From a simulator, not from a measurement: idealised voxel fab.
voxel gate over fins: a process module
Cross-section cut spans 220 nm and uses square cells 5 nm in size.
Format of a cross-section: grid, square cells. Given as bands. Order: top down. Band: one or more rows of cells.
Within each band entry, the heights of the top and of the bottom of the band appear first, in that order and in nm; the materials of the band then follow from left to right, each with its corresponding width in nm. The designation "full width" on a single material indicates that it fills the band from edge to edge; the designation "blank" indicates empty space.
Note: height 0 marks the level under which the wafer is uniformly one material as received. Lowest band unbounded below, written "from 0 down".
Quick explanation for "30 to 40": the width changes in equal steps down the rows of cells, from the first number in the band's top row to the second number in its bottom row.
Take "no alterations made" at face value: in the step it is given for, the cross-section changed in none of its cells.
Closed-off voids of 8+ cells (no open route to the top) go in "Cavities, sealed", written width x height at distance from the left edge, in nm.
Post-settings text on a step line: simulator's own remark regarding the step.
overlay nm: mask offset rightward from planned place, masked step; negative means leftward offset.
So here's the lineup of process steps we planned:
1) RECEIVE: material Si
2) CONFORMAL_DEP: material SiN, thk nm 5
3) MASKED_ETCH: tone cover, mask id FINS, width nm 15, pitch nm 45, etch materials SiN, depth nm 5, overlay nm 0
4) MASKED_ETCH: tone cover, mask id FINS, width nm 15, pitch nm 45, etch materials Si, depth nm 30, overlay nm 0
5) FILL_DEP: material SiO2, thk nm 15
6) CMP: height nm 5
7) SELECTIVE_ETCH: etch materials SiO2, depth nm 20
8) STRIP: etch materials SiN
9) CONFORMAL_DEP: material HfO2, thk nm 5
10) CONFORMAL_DEP: material TiN, thk nm 5
11) FILL_DEP: material W, thk nm 15
12) CMP: height nm 20
13) CONFORMAL_DEP: material SiN, thk nm 5
Incoming wafer in cross-section (state: after step 1):
* from 0 down: Si full width
* Cavities, sealed: none
The following cross-section depicts the wafer upon conclusion of the module. Processing commenced from the starting condition illustrated above and adhered to the plan illustrated above, save for one mistake in execution:
* from 25 to 20: SiN full width
* from 20 to 15: W full width
* from 15 to 10: TiN full width
* from 10 to 5: HfO2 full width
* from 5 to 0: TiN full width
* from 0 down: Si full width
* Cavities, sealed: none
Short version of what went wrong: planned and actual differ for step 2; actual: CONFORMAL_DEP: material TiN, thk nm 5
